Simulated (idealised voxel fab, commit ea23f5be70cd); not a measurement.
process module | voxel capacitor over wiring
cross-section cut | 175 nm wide | cells 5 nm
A cross-section is a grid of square cells, given in bands from the top down. A band is one or more rows of cells.
Each band's line starts with the height of the band's top and of its bottom, in nm. Then come its materials from left to right, each with its width in nm. One material with "throughout" fills the band from edge to edge. "air" is empty space.
Height 0 is the level under which the wafer as received is all one material. The lowest band goes on downwards, as in "0 down".
A width such as "30 to 40" changes by the same amount from each row of cells to the next, from the band's top row to its bottom row.
"no change" after a step means that no cell of the cross-section changed.
closed voids: empty space of 8 cells or more with no open way to the top, each as width x height at its distance from the left edge, in nm
after a step's settings: what the simulator itself notes on the step
overlay nm, on a step with a mask: how far to the right of its planned place the mask lay; to the left if negative
Each pair below shows a cross-section before one step and the cross-section after it, down to the lowest band that changed. The line under each pair gives the step between them, with its settings. The pairs can come from different runs of this module on the same starting wafer, so a pair continues from the pair above only where its "before" says so.
before
  0 down: Si throughout
  closed voids: none
after
  10 to 0: SiO2 throughout
  below 0: unchanged
  closed voids: none
the step between: op CONFORMAL_DEP | material SiO2 | thk nm 10
before: the cross-section after the pair above
after
  15 to 10: TiN throughout
  below 10: unchanged
  closed voids: none
the step between: op DIRECTIONAL_DEP | material TiN | thk nm 5
before: the cross-section after the pair above
after
  35 to 15: Ru throughout
  below 15: unchanged
  closed voids: none
the step between: op DIRECTIONAL_DEP | material Ru | thk nm 20
before: the cross-section after the pair above
after
  50 to 35: aC throughout
  below 35: unchanged
  closed voids: none
the step between: op DIRECTIONAL_DEP | material aC | thk nm 15
before: the cross-section after the pair above
after
  80 to 50: air 35 | resist 25 | air 50 | resist 25 | air 40
  below 50: unchanged
  closed voids: none
the step between: op PATTERN | tone cover | mask id METAL_1 | material resist | width nm 25 | pitch nm 75 | thk nm 30 | overlay nm 0
before: the cross-section after the pair above
after
  65 to 50: air 35 | resist 25 | air 50 | resist 25 | air 40
  50 to 35: air 35 | aC 25 | air 50 | aC 25 | air 40
  below 35: unchanged
  closed voids: none
the step between: op DIRECTIONAL_ETCH | etch materials aC | depth nm 15
before: the cross-section after the pair above
after
  50 to 35: air 35 | aC 25 | air 50 | aC 25 | air 40
  below 35: unchanged
  closed voids: none
the step between: op STRIP | etch materials resist
before: the cross-section after the pair above
after
  50 to 35: air 35 | aC 25 | air 50 | aC 25 | air 40
  35 to 15: air 35 | Ru 25 | air 50 | Ru 25 | air 40
  below 15: unchanged
  closed voids: none
the step between: op DIRECTIONAL_ETCH | etch materials Ru | depth nm 20
before: the cross-section after the pair above
after
  50 to 35: air 35 | aC 25 | air 50 | aC 25 | air 40
  35 to 15: air 35 | Ru 25 | air 50 | Ru 25 | air 40
  15 to 10: air 35 | TiN 25 | air 50 | TiN 25 | air 40
  below 10: unchanged
  closed voids: none
the step between: op DIRECTIONAL_ETCH | etch materials TiN | depth nm 5
before: the cross-section after the pair above
after
  35 to 15: air 35 | Ru 25 | air 50 | Ru 25 | air 40
  below 15: unchanged
  closed voids: none
the step between: op STRIP | etch materials aC
before: the cross-section after the pair above
after
  45 to 35: lowk throughout
  35 to 15: lowk 35 | Ru 25 | lowk 50 | Ru 25 | lowk 40
  15 to 10: lowk 35 | TiN 25 | lowk 50 | TiN 25 | lowk 40
  below 10: unchanged
  closed voids: none
the step between: op FILL_DEP | material lowk | thk nm 10
before: the cross-section after the pair above
after
  35 to 15: lowk 35 | Ru 25 | lowk 50 | Ru 25 | lowk 40
  below 15: unchanged
  closed voids: none
the step between: op CMP | height nm 35
before: the cross-section after the pair above
after
  40 to 35: SiCN throughout
  below 35: unchanged
  closed voids: none
the step between: op CONFORMAL_DEP | material SiCN | thk nm 5
before: the cross-section after the pair above
after
  60 to 40: SiO2 throughout
  below 40: unchanged
  closed voids: none
the step between: op DIRECTIONAL_DEP | material SiO2 | thk nm 20
before: the cross-section after the pair above
after
  70 to 60: aC throughout
  below 60: unchanged
  closed voids: none
the step between: op DIRECTIONAL_DEP | material aC | thk nm 10
before: the cross-section after the pair above
after
  95 to 70: resist 45 | air 15 | resist 115
  below 70: unchanged
  closed voids: none
the step between: op PATTERN | tone open | mask id PLUG_1 | material resist | width nm 15 | thk nm 25 | overlay nm 0
before: the cross-section after the pair above
after
  85 to 70: resist 45 | air 15 | resist 115
  70 to 60: aC 45 | air 15 | aC 115
  below 60: unchanged
  closed voids: none
the step between: op DIRECTIONAL_ETCH | etch materials aC | depth nm 10
before: the cross-section after the pair above
after
  70 to 60: aC 45 | air 15 | aC 115
  below 60: unchanged
  closed voids: none
the step between: op STRIP | etch materials resist
before: the cross-section after the pair above
after
  70 to 60: aC 45 | air 15 | aC 115
  60 to 40: SiO2 45 | air 15 | SiO2 115
  below 40: unchanged
  closed voids: none
the step between: op DIRECTIONAL_ETCH | etch materials SiO2 | depth nm 20
before: the cross-section after the pair above
after
  70 to 60: aC 45 | air 15 | aC 115
  60 to 40: SiO2 45 | air 15 | SiO2 115
  40 to 35: SiCN 45 | air 15 | SiCN 115
  below 35: unchanged
  closed voids: none
the step between: op DIRECTIONAL_ETCH | etch materials SiCN | depth nm 5
before: the cross-section after the pair above
after
  60 to 40: SiO2 45 | air 15 | SiO2 115
  below 40: unchanged
  closed voids: none
the step between: op STRIP | etch materials aC
before: the cross-section after the pair above
after
  60 to 45: SiO2 45 | air 15 | SiO2 115
  45 to 40: SiO2 45 | Ru 15 | SiO2 115
  40 to 35: SiCN 45 | Ru 15 | SiCN 115
  below 35: unchanged
  closed voids: none
the step between: op EPI | material Ru | thk nm 10
before: the cross-section after the pair above
after
  60 to 55: SiO2 45 | air 15 | SiO2 115
  55 to 40: SiO2 45 | Ru 15 | SiO2 115
  below 40: unchanged
  closed voids: none
the step between: op EPI | material Ru | thk nm 10
before: the cross-section after the pair above
after
  60 to 40: SiO2 45 | Ru 15 | SiO2 115
  below 40: unchanged
  closed voids: none
the step between: op EPI | material Ru | thk nm 5
before: the cross-section after the pair above
after
  70 to 60: TiN throughout
  below 60: unchanged
  closed voids: none
the step between: op DIRECTIONAL_DEP | material TiN | thk nm 10
before: the cross-section after the pair above
after
  75 to 70: SiN throughout
  below 70: unchanged
  closed voids: none
the step between: op DIRECTIONAL_DEP | material SiN | thk nm 5
before: the cross-section after the pair above
after
  80 to 75: TiN throughout
  below 75: unchanged
  closed voids: none
the step between: op DIRECTIONAL_DEP | material TiN | thk nm 5
before: the cross-section after the pair above
after
  95 to 80: air 45 | resist 55 | air 75
  below 80: unchanged
  closed voids: none
the step between: op PATTERN | tone cover | mask id UPPER_PLATE | material resist | width nm 55 | thk nm 15 | overlay nm 0
before: the cross-section after the pair above
after
  95 to 80: air 45 | resist 55 | air 75
  80 to 75: air 45 | TiN 55 | air 75
  below 75: unchanged
  closed voids: none
the step between: op DIRECTIONAL_ETCH | etch materials TiN | depth nm 5
before: the cross-section after the pair above
after
  95 to 80: air 45 | resist 55 | air 75
  80 to 75: air 45 | TiN 55 | air 75
  75 to 70: air 45 | SiN 55 | air 75
  below 70: unchanged
  closed voids: none
the step between: op DIRECTIONAL_ETCH | etch materials SiN | depth nm 5
before: the cross-section after the pair above
after
  80 to 75: air 45 | TiN 55 | air 75
  below 75: unchanged
  closed voids: none
the step between: op STRIP | etch materials resist
before: the cross-section after the pair above
after
  80 to 75: air 45 | TiN 55 | air 75
  75 to 70: air 45 | SiN 55 | air 75
  70 to 60: air 40 | TiN 65 | air 70
  below 60: unchanged
  closed voids: none
the step between: op MASKED_ETCH | tone cover | mask id LOWER_PLATE | width nm 65 | etch materials TiN | depth nm 10 | overlay nm 0
before: the cross-section after the pair above
after
  100 to 80: SiO2 throughout
  80 to 75: SiO2 45 | TiN 55 | SiO2 75
  75 to 70: SiO2 45 | SiN 55 | SiO2 75
  70 to 60: SiO2 40 | TiN 65 | SiO2 70
  below 60: unchanged
  closed voids: none
the step between: op FILL_DEP | material SiO2 | thk nm 20
before: the cross-section after the pair above
after
  95 to 80: SiO2 throughout
  below 80: unchanged
  closed voids: none
the step between: op CMP | height nm 95
before: the cross-section after the pair above
after
  105 to 95: aC throughout
  below 95: unchanged
  closed voids: none
the step between: op DIRECTIONAL_DEP | material aC | thk nm 10
before: the cross-section after the pair above
after
  135 to 105: resist 55 | air 15 | resist 105
  below 105: unchanged
  closed voids: none
the step between: op PATTERN | tone open | mask id PLUG_2 | material resist | width nm 15 | thk nm 30 | overlay nm 0
before: the cross-section after the pair above
after
  125 to 105: resist 55 | air 15 | resist 105
  105 to 95: aC 55 | air 15 | aC 105
  below 95: unchanged
  closed voids: none
the step between: op DIRECTIONAL_ETCH | etch materials aC | depth nm 10
before: the cross-section after the pair above
after
  105 to 95: aC 55 | air 15 | aC 105
  below 95: unchanged
  closed voids: none
the step between: op STRIP | etch materials resist
before: the cross-section after the pair above
after
  105 to 95: aC 55 | air 15 | aC 105
  95 to 80: SiO2 55 | air 15 | SiO2 105
  below 80: unchanged
  closed voids: none
the step between: op DIRECTIONAL_ETCH | etch materials SiO2 | depth nm 15
before: the cross-section after the pair above
after
  95 to 80: SiO2 55 | air 15 | SiO2 105
  below 80: unchanged
  closed voids: none
the step between: op STRIP | etch materials aC
before: the cross-section after the pair above
after
  100 to 95: TiN 60 | air 5 | TiN 110
  95 to 85: SiO2 55 | TiN 5 | air 5 | TiN 5 | SiO2 105
  85 to 75: SiO2 55 to 45 | TiN 15 to 55 | SiO2 105 to 75
  below 75: unchanged
  closed voids: none
the step between: op CONFORMAL_DEP | material TiN | thk nm 5
before: the cross-section after the pair above
after
  105 to 100: Cu throughout
  100 to 95: TiN 60 | Cu 5 | TiN 110
  95 to 85: SiO2 55 | TiN 5 | Cu 5 | TiN 5 | SiO2 105
  below 85: unchanged
  closed voids: none
the step between: op FILL_DEP | material Cu | thk nm 5
before: the cross-section after the pair above
after
  95 to 85: SiO2 55 | TiN 5 | Cu 5 | TiN 5 | SiO2 105
  below 85: unchanged
  closed voids: none
the step between: op CMP | height nm 95
before: the cross-section after the pair above
after
  100 to 95: SiN throughout
  below 95: unchanged
  closed voids: none
the step between: op CONFORMAL_DEP | material SiN | thk nm 5
before
  60 to 45: SiO2 45 | air 15 | SiO2 115
  45 to 40: SiO2 45 | Ru 15 | SiO2 115
  40 to 35: SiCN 45 | Ru 15 | SiCN 115
  35 to 15: lowk 35 | Ru 25 | lowk 50 | Ru 25 | lowk 40
  15 to 10: lowk 35 | TiN 25 | lowk 50 | TiN 25 | lowk 40
  10 to 0: SiO2 throughout
  0 down: Si throughout
  closed voids: none
after
  60 to 50: SiO2 45 | air 15 | SiO2 115
  50 to 40: SiO2 45 | Ru 15 | SiO2 115
  below 40: unchanged
  closed voids: none
the step between: op EPI | material Ru | thk nm 5
before: the cross-section after the pair above
after
  70 to 60: TiN 45 | air 15 | TiN 115
  60 to 50: SiO2 45 | TiN 15 | SiO2 115
  below 50: unchanged
  closed voids: none
the step between: op DIRECTIONAL_DEP | material TiN | thk nm 10
before: the cross-section after the pair above
after
  75 to 70: SiN 45 | air 15 | SiN 115
  70 to 65: TiN 45 | air 15 | TiN 115
  65 to 60: TiN 45 | SiN 15 | TiN 115
  below 60: unchanged
  closed voids: none
the step between: op DIRECTIONAL_DEP | material SiN | thk nm 5
before: the cross-section after the pair above
after
  80 to 75: TiN 45 | air 15 | TiN 115
  75 to 70: SiN 45 | air 15 | SiN 115
  70 to 65: TiN throughout
  below 65: unchanged
  closed voids: none
the step between: op DIRECTIONAL_DEP | material TiN | thk nm 5
before: the cross-section after the pair above
after
  95 to 80: air 45 | resist 55 | air 75
  80 to 75: TiN 45 | resist 15 | TiN 115
  75 to 70: SiN 45 | resist 15 | SiN 115
  below 70: unchanged
  closed voids: none
the step between: op PATTERN | tone cover | mask id UPPER_PLATE | material resist | width nm 55 | thk nm 15 | overlay nm 0
before: the cross-section after the pair above
after
  95 to 80: air 45 | resist 55 | air 75
  80 to 75: air 45 | resist 15 | TiN 40 | air 75
  below 75: unchanged
  closed voids: none
the step between: op DIRECTIONAL_ETCH | etch materials TiN | depth nm 5
before: the cross-section after the pair above
after
  95 to 80: air 45 | resist 55 | air 75
  80 to 75: air 45 | resist 15 | TiN 40 | air 75
  75 to 70: air 45 | resist 15 | SiN 40 | air 75
  below 70: unchanged
  closed voids: none
the step between: op DIRECTIONAL_ETCH | etch materials SiN | depth nm 5
before: the cross-section after the pair above
after
  80 to 75: air 60 | TiN 40 | air 75
  75 to 70: air 60 | SiN 40 | air 75
  below 70: unchanged
  closed voids: none
the step between: op STRIP | etch materials resist
before: the cross-section after the pair above
after
  80 to 75: air 60 | TiN 40 | air 75
  75 to 70: air 60 | SiN 40 | air 75
  70 to 65: air 40 | TiN 65 | air 70
  65 to 60: air 40 | TiN 5 | SiN 15 | TiN 45 | air 70
  below 60: unchanged
  closed voids: none
the step between: op MASKED_ETCH | tone cover | mask id LOWER_PLATE | width nm 65 | etch materials TiN | depth nm 10 | overlay nm 0
before: the cross-section after the pair above
after
  100 to 80: SiO2 throughout
  80 to 75: SiO2 60 | TiN 40 | SiO2 75
  75 to 70: SiO2 60 | SiN 40 | SiO2 75
  70 to 65: SiO2 40 | TiN 65 | SiO2 70
  65 to 60: SiO2 40 | TiN 5 | SiN 15 | TiN 45 | SiO2 70
  below 60: unchanged
  closed voids: none
the step between: op FILL_DEP | material SiO2 | thk nm 20
before: the cross-section after the pair above
after
  95 to 80: SiO2 throughout
  below 80: unchanged
  closed voids: none
the step between: op CMP | height nm 95
before: the cross-section after the pair above
after
  105 to 95: aC throughout
  below 95: unchanged
  closed voids: none
the step between: op DIRECTIONAL_DEP | material aC | thk nm 10
before: the cross-section after the pair above
after
  135 to 105: resist 55 | air 15 | resist 105
  below 105: unchanged
  closed voids: none
the step between: op PATTERN | tone open | mask id PLUG_2 | material resist | width nm 15 | thk nm 30 | overlay nm 0
before: the cross-section after the pair above
after
  125 to 105: resist 55 | air 15 | resist 105
  105 to 95: aC 55 | air 15 | aC 105
  below 95: unchanged
  closed voids: none
the step between: op DIRECTIONAL_ETCH | etch materials aC | depth nm 10
before: the cross-section after the pair above
after
  105 to 95: aC 55 | air 15 | aC 105
  below 95: unchanged
  closed voids: none
the step between: op STRIP | etch materials resist
before: the cross-section after the pair above
after
  105 to 95: aC 55 | air 15 | aC 105
  95 to 80: SiO2 55 | air 15 | SiO2 105
  below 80: unchanged
  closed voids: none
the step between: op DIRECTIONAL_ETCH | etch materials SiO2 | depth nm 15
before: the cross-section after the pair above
after
  95 to 80: SiO2 55 | air 15 | SiO2 105
  below 80: unchanged
  closed voids: none
the step between: op STRIP | etch materials aC
before: the cross-section after the pair above
after
  100 to 95: TiN 60 | air 5 | TiN 110
  95 to 85: SiO2 55 | TiN 5 | air 5 | TiN 5 | SiO2 105
  85 to 75: SiO2 55 to 60 | TiN 15 to 40 | SiO2 105 to 75
  below 75: unchanged
  closed voids: none
the step between: op CONFORMAL_DEP | material TiN | thk nm 5
before: the cross-section after the pair above
after
  105 to 100: Cu throughout
  100 to 95: TiN 60 | Cu 5 | TiN 110
  95 to 85: SiO2 55 | TiN 5 | Cu 5 | TiN 5 | SiO2 105
  below 85: unchanged
  closed voids: none
the step between: op FILL_DEP | material Cu | thk nm 5
before: the cross-section after the pair above
after
  95 to 85: SiO2 55 | TiN 5 | Cu 5 | TiN 5 | SiO2 105
  below 85: unchanged
  closed voids: none
the step between: op CMP | height nm 95
before: the cross-section after the pair above
after
  100 to 95: SiN throughout
  below 95: unchanged
  closed voids: none
the step between: op CONFORMAL_DEP | material SiN | thk nm 5
before
  60 to 40: SiO2 throughout
  40 to 35: SiCN throughout
  35 to 15: lowk 35 | Ru 25 | lowk 50 | Ru 25 | lowk 40
  15 to 10: lowk 35 | TiN 25 | lowk 50 | TiN 25 | lowk 40
  10 to 0: SiO2 throughout
  0 down: Si throughout
  closed voids: none
after
  80 to 40: SiO2 throughout
  below 40: unchanged
  closed voids: none
the step between: op DIRECTIONAL_DEP | material SiO2 | thk nm 20
before: the cross-section after the pair above
after
  90 to 80: aC throughout
  below 80: unchanged
  closed voids: none
the step between: op DIRECTIONAL_DEP | material aC | thk nm 10
before: the cross-section after the pair above
after
  115 to 90: resist 45 | air 15 | resist 115
  below 90: unchanged
  closed voids: none
the step between: op PATTERN | tone open | mask id PLUG_1 | material resist | width nm 15 | thk nm 25 | overlay nm 0
before: the cross-section after the pair above
after
  105 to 90: resist 45 | air 15 | resist 115
  90 to 80: aC 45 | air 15 | aC 115
  below 80: unchanged
  closed voids: none
the step between: op DIRECTIONAL_ETCH | etch materials aC | depth nm 10
before: the cross-section after the pair above
after
  90 to 80: aC 45 | air 15 | aC 115
  below 80: unchanged
  closed voids: none
the step between: op STRIP | etch materials resist
before: the cross-section after the pair above
after
  90 to 80: aC 45 | air 15 | aC 115
  80 to 60: SiO2 45 | air 15 | SiO2 115
  below 60: unchanged
  closed voids: none
the step between: op DIRECTIONAL_ETCH | etch materials SiO2 | depth nm 20
before: the cross-section after the pair above
after
  80 to 60: SiO2 45 | air 15 | SiO2 115
  below 60: unchanged
  closed voids: none
the step between: op STRIP | etch materials aC
before: the cross-section after the pair above
after
  90 to 80: TiN 45 | air 15 | TiN 115
  80 to 70: SiO2 45 | air 15 | SiO2 115
  70 to 60: SiO2 45 | TiN 15 | SiO2 115
  below 60: unchanged
  closed voids: none
the step between: op DIRECTIONAL_DEP | material TiN | thk nm 10
before: the cross-section after the pair above
after
  95 to 90: SiN 45 | air 15 | SiN 115
  90 to 80: TiN 45 | air 15 | TiN 115
  80 to 75: SiO2 45 | air 15 | SiO2 115
  75 to 70: SiO2 45 | SiN 15 | SiO2 115
  below 70: unchanged
  closed voids: none
the step between: op DIRECTIONAL_DEP | material SiN | thk nm 5
before: the cross-section after the pair above
after
  100 to 95: TiN 45 | air 15 | TiN 115
  95 to 90: SiN 45 | air 15 | SiN 115
  90 to 80: TiN 45 | air 15 | TiN 115
  80 to 75: SiO2 45 | TiN 15 | SiO2 115
  below 75: unchanged
  closed voids: none
the step between: op DIRECTIONAL_DEP | material TiN | thk nm 5
before: the cross-section after the pair above
after
  115 to 100: air 45 | resist 55 | air 75
  100 to 95: TiN 45 | resist 15 | TiN 115
  95 to 90: SiN 45 | resist 15 | SiN 115
  90 to 80: TiN 45 | resist 15 | TiN 115
  below 80: unchanged
  closed voids: none
the step between: op PATTERN | tone cover | mask id UPPER_PLATE | material resist | width nm 55 | thk nm 15 | overlay nm 0
before: the cross-section after the pair above
after
  115 to 100: air 45 | resist 55 | air 75
  100 to 95: air 45 | resist 15 | TiN 40 | air 75
  below 95: unchanged
  closed voids: none
the step between: op DIRECTIONAL_ETCH | etch materials TiN | depth nm 5
before: the cross-section after the pair above
after
  115 to 100: air 45 | resist 55 | air 75
  100 to 95: air 45 | resist 15 | TiN 40 | air 75
  95 to 90: air 45 | resist 15 | SiN 40 | air 75
  below 90: unchanged
  closed voids: none
the step between: op DIRECTIONAL_ETCH | etch materials SiN | depth nm 5
before: the cross-section after the pair above
after
  100 to 95: air 60 | TiN 40 | air 75
  95 to 90: air 60 | SiN 40 | air 75
  90 to 80: TiN 45 | air 15 | TiN 115
  below 80: unchanged
  closed voids: none
the step between: op STRIP | etch materials resist
before: the cross-section after the pair above
after
  100 to 95: air 60 | TiN 40 | air 75
  95 to 90: air 60 | SiN 40 | air 75
  90 to 80: air 40 | TiN 5 | air 15 | TiN 45 | air 70
  below 80: unchanged
  closed voids: none
the step between: op MASKED_ETCH | tone cover | mask id LOWER_PLATE | width nm 65 | etch materials TiN | depth nm 10 | overlay nm 0
before: the cross-section after the pair above
after
  120 to 100: SiO2 throughout
  100 to 95: SiO2 60 | TiN 40 | SiO2 75
  95 to 90: SiO2 60 | SiN 40 | SiO2 75
  90 to 80: SiO2 40 | TiN 5 | SiO2 15 | TiN 45 | SiO2 70
  below 80: unchanged
  closed voids: none
the step between: op FILL_DEP | material SiO2 | thk nm 20
before: the cross-section after the pair above
after
  95 to 90: SiO2 60 | SiN 40 | SiO2 75
  below 90: unchanged
  closed voids: none
the step between: op CMP | height nm 95
before: the cross-section after the pair above
after
  105 to 95: aC throughout
  below 95: unchanged
  closed voids: none
the step between: op DIRECTIONAL_DEP | material aC | thk nm 10
before: the cross-section after the pair above
after
  135 to 105: resist 55 | air 15 | resist 105
  below 105: unchanged
  closed voids: none
the step between: op PATTERN | tone open | mask id PLUG_2 | material resist | width nm 15 | thk nm 30 | overlay nm 0
before: the cross-section after the pair above
after
  125 to 105: resist 55 | air 15 | resist 105
  105 to 95: aC 55 | air 15 | aC 105
  below 95: unchanged
  closed voids: none
the step between: op DIRECTIONAL_ETCH | etch materials aC | depth nm 10
before: the cross-section after the pair above
after
  105 to 95: aC 55 | air 15 | aC 105
  below 95: unchanged
  closed voids: none
the step between: op STRIP | etch materials resist
before: the cross-section after the pair above
after
  105 to 95: aC 55 | air 15 | aC 105
  95 to 90: SiO2 55 | air 5 | SiN 40 | SiO2 75
  90 to 80: SiO2 40 | TiN 5 | SiO2 10 | air 5 | TiN 45 | SiO2 70
  below 80: unchanged
  closed voids: none
the step between: op DIRECTIONAL_ETCH | etch materials SiO2 | depth nm 15
before: the cross-section after the pair above
after
  95 to 90: SiO2 55 | air 5 | SiN 40 | SiO2 75
  below 90: unchanged
  closed voids: none
the step between: op STRIP | etch materials aC
before: the cross-section after the pair above
after
  100 to 95: TiN throughout
  95 to 90: SiO2 55 | TiN 5 | SiN 40 | SiO2 75
  90 to 80: SiO2 40 | TiN 5 | SiO2 10 | TiN 50 | SiO2 70
  below 80: unchanged
  closed voids: none
the step between: op CONFORMAL_DEP | material TiN | thk nm 5
before: the cross-section after the pair above
after
  105 to 100: Cu throughout
  below 100: unchanged
  closed voids: none
the step between: op FILL_DEP | material Cu | thk nm 5
before: the cross-section after the pair above
after
  95 to 90: SiO2 55 | TiN 5 | SiN 40 | SiO2 75
  below 90: unchanged
  closed voids: none
the step between: op CMP | height nm 95
before: the cross-section after the pair above
after
  100 to 95: SiN throughout
  below 95: unchanged
  closed voids: none
the step between: op CONFORMAL_DEP | material SiN | thk nm 5
before
  70 to 60: TiN throughout
  60 to 40: SiO2 45 | Ru 15 | SiO2 115
  40 to 35: SiCN 45 | Ru 15 | SiCN 115
  35 to 15: lowk 35 | Ru 25 | lowk 50 | Ru 25 | lowk 40
  15 to 10: lowk 35 | TiN 25 | lowk 50 | TiN 25 | lowk 40
  10 to 0: SiO2 throughout
  0 down: Si throughout
  closed voids: none
after
  75 to 60: TiN throughout
  below 60: unchanged
  closed voids: none
the step between: op DIRECTIONAL_DEP | material TiN | thk nm 5
before: the cross-section after the pair above
after
  80 to 75: SiN throughout
  below 75: unchanged
  closed voids: none
the step between: op DIRECTIONAL_DEP | material SiN | thk nm 5
before: the cross-section after the pair above
after
  95 to 80: air 45 | resist 55 | air 75
  below 80: unchanged
  closed voids: none
the step between: op PATTERN | tone cover | mask id UPPER_PLATE | material resist | width nm 55 | thk nm 15 | overlay nm 0
before: the cross-section after the pair above
after
  95 to 80: air 45 | resist 55 | air 75
  80 to 75: air 45 | SiN 55 | air 75
  below 75: unchanged
  closed voids: none
the step between: op DIRECTIONAL_ETCH | etch materials SiN | depth nm 5
before: the cross-section after the pair above
after
  80 to 75: air 45 | SiN 55 | air 75
  below 75: unchanged
  closed voids: none
the step between: op STRIP | etch materials resist
before: the cross-section after the pair above
after
  80 to 75: air 45 | SiN 55 | air 75
  75 to 65: air 40 | TiN 65 | air 70
  below 65: unchanged
  closed voids: none
the step between: op MASKED_ETCH | tone cover | mask id LOWER_PLATE | width nm 65 | etch materials TiN | depth nm 10 | overlay nm 0
before: the cross-section after the pair above
after
  100 to 80: SiO2 throughout
  80 to 75: SiO2 45 | SiN 55 | SiO2 75
  75 to 65: SiO2 40 | TiN 65 | SiO2 70
  below 65: unchanged
  closed voids: none
the step between: op FILL_DEP | material SiO2 | thk nm 20
before: the cross-section after the pair above
after
  95 to 80: SiO2 throughout
  below 80: unchanged
  closed voids: none
the step between: op CMP | height nm 95
before: the cross-section after the pair above
after
  105 to 95: aC throughout
  below 95: unchanged
  closed voids: none
the step between: op DIRECTIONAL_DEP | material aC | thk nm 10
before: the cross-section after the pair above
after
  135 to 105: resist 55 | air 15 | resist 105
  below 105: unchanged
  closed voids: none
the step between: op PATTERN | tone open | mask id PLUG_2 | material resist | width nm 15 | thk nm 30 | overlay nm 0
before: the cross-section after the pair above
after
  125 to 105: resist 55 | air 15 | resist 105
  105 to 95: aC 55 | air 15 | aC 105
  below 95: unchanged
  closed voids: none
the step between: op DIRECTIONAL_ETCH | etch materials aC | depth nm 10
before: the cross-section after the pair above
after
  105 to 95: aC 55 | air 15 | aC 105
  below 95: unchanged
  closed voids: none
the step between: op STRIP | etch materials resist
before: the cross-section after the pair above
after
  105 to 95: aC 55 | air 15 | aC 105
  95 to 80: SiO2 55 | air 15 | SiO2 105
  below 80: unchanged
  closed voids: none
the step between: op DIRECTIONAL_ETCH | etch materials SiO2 | depth nm 15
before: the cross-section after the pair above
after
  95 to 80: SiO2 55 | air 15 | SiO2 105
  below 80: unchanged
  closed voids: none
the step between: op STRIP | etch materials aC
before: the cross-section after the pair above
after
  100 to 95: TiN 60 | air 5 | TiN 110
  95 to 85: SiO2 55 | TiN 5 | air 5 | TiN 5 | SiO2 105
  85 to 80: SiO2 55 | TiN 15 | SiO2 105
  below 80: unchanged
  closed voids: none
the step between: op CONFORMAL_DEP | material TiN | thk nm 5
before: the cross-section after the pair above
after
  105 to 100: Cu throughout
  100 to 95: TiN 60 | Cu 5 | TiN 110
  95 to 85: SiO2 55 | TiN 5 | Cu 5 | TiN 5 | SiO2 105
  below 85: unchanged
  closed voids: none
the step between: op FILL_DEP | material Cu | thk nm 5
before: the cross-section after the pair above
after
  95 to 85: SiO2 55 | TiN 5 | Cu 5 | TiN 5 | SiO2 105
  below 85: unchanged
  closed voids: none
the step between: op CMP | height nm 95
before: the cross-section after the pair above
after
  100 to 95: SiN throughout
  below 95: unchanged
  closed voids: none
the step between: op CONFORMAL_DEP | material SiN | thk nm 5
before
  100 to 80: SiO2 throughout
  80 to 75: SiO2 45 | TiN 55 | SiO2 75
  75 to 70: SiO2 45 | SiN 55 | SiO2 75
  70 to 60: SiO2 40 | TiN 65 | SiO2 70
  60 to 40: SiO2 45 | Ru 15 | SiO2 115
  40 to 35: SiCN 45 | Ru 15 | SiCN 115
  35 to 15: lowk 35 | Ru 25 | lowk 50 | Ru 25 | lowk 40
  15 to 10: lowk 35 | TiN 25 | lowk 50 | TiN 25 | lowk 40
  10 to 0: SiO2 throughout
  0 down: Si throughout
  closed voids: none
after
  90 to 80: SiO2 throughout
  below 80: unchanged
  closed voids: none
the step between: op CMP | height nm 90
before: the cross-section after the pair above
after
  100 to 90: aC throughout
  below 90: unchanged
  closed voids: none
the step between: op DIRECTIONAL_DEP | material aC | thk nm 10
before: the cross-section after the pair above
after
  130 to 100: resist 55 | air 15 | resist 105
  below 100: unchanged
  closed voids: none
the step between: op PATTERN | tone open | mask id PLUG_2 | material resist | width nm 15 | thk nm 30 | overlay nm 0
before: the cross-section after the pair above
after
  120 to 100: resist 55 | air 15 | resist 105
  100 to 90: aC 55 | air 15 | aC 105
  below 90: unchanged
  closed voids: none
the step between: op DIRECTIONAL_ETCH | etch materials aC | depth nm 10
before: the cross-section after the pair above
after
  100 to 90: aC 55 | air 15 | aC 105
  below 90: unchanged
  closed voids: none
the step between: op STRIP | etch materials resist
before: the cross-section after the pair above
after
  100 to 90: aC 55 | air 15 | aC 105
  90 to 80: SiO2 55 | air 15 | SiO2 105
  below 80: unchanged
  closed voids: none
the step between: op DIRECTIONAL_ETCH | etch materials SiO2 | depth nm 15
before: the cross-section after the pair above
after
  90 to 80: SiO2 55 | air 15 | SiO2 105
  below 80: unchanged
  closed voids: none
the step between: op STRIP | etch materials aC
before: the cross-section after the pair above
after
  95 to 90: TiN 60 | air 5 | TiN 110
  90 to 85: SiO2 55 | TiN 5 | air 5 | TiN 5 | SiO2 105
  85 to 75: SiO2 55 to 45 | TiN 15 to 55 | SiO2 105 to 75
  below 75: unchanged
  closed voids: none
the step between: op CONFORMAL_DEP | material TiN | thk nm 5
before: the cross-section after the pair above
after
  100 to 95: Cu throughout
  95 to 90: TiN 60 | Cu 5 | TiN 110
  90 to 85: SiO2 55 | TiN 5 | Cu 5 | TiN 5 | SiO2 105
  below 85: unchanged
  closed voids: none
the step between: op FILL_DEP | material Cu | thk nm 5
before: the cross-section after the pair above
after
  95 to 90: TiN 60 | Cu 5 | TiN 110
  below 90: unchanged
  closed voids: none
the step between: op CMP | height nm 95
before: the cross-section after the pair above
after
  100 to 95: SiN throughout
  below 95: unchanged
  closed voids: none
the step between: op CONFORMAL_DEP | material SiN | thk nm 5
before
  50 to 35: aC throughout
  35 to 15: Ru throughout
  15 to 10: TiN throughout
  10 to 0: SiO2 throughout
  0 down: Si throughout
  closed voids: none
after
  80 to 50: air 35 | resist 30 | air 45 | resist 30 | air 35
  below 50: unchanged
  closed voids: none
the step between: op PATTERN | tone cover | mask id METAL_1 | material resist | width nm 30 | pitch nm 75 | thk nm 30 | overlay nm 0
before: the cross-section after the pair above
after
  65 to 50: air 35 | resist 30 | air 45 | resist 30 | air 35
  50 to 35: air 35 | aC 30 | air 45 | aC 30 | air 35
  below 35: unchanged
  closed voids: none
the step between: op DIRECTIONAL_ETCH | etch materials aC | depth nm 15
before: the cross-section after the pair above
after
  50 to 35: air 35 | aC 30 | air 45 | aC 30 | air 35
  below 35: unchanged
  closed voids: none
the step between: op STRIP | etch materials resist
before: the cross-section after the pair above
after
  50 to 35: air 35 | aC 30 | air 45 | aC 30 | air 35
  35 to 15: air 35 | Ru 30 | air 45 | Ru 30 | air 35
  below 15: unchanged
  closed voids: none
the step between: op DIRECTIONAL_ETCH | etch materials Ru | depth nm 20
before: the cross-section after the pair above
after
  50 to 35: air 35 | aC 30 | air 45 | aC 30 | air 35
  35 to 15: air 35 | Ru 30 | air 45 | Ru 30 | air 35
  15 to 10: air 35 | TiN 30 | air 45 | TiN 30 | air 35
  below 10: unchanged
  closed voids: none
the step between: op DIRECTIONAL_ETCH | etch materials TiN | depth nm 5
before: the cross-section after the pair above
after
  35 to 15: air 35 | Ru 30 | air 45 | Ru 30 | air 35
  below 15: unchanged
  closed voids: none
the step between: op STRIP | etch materials aC
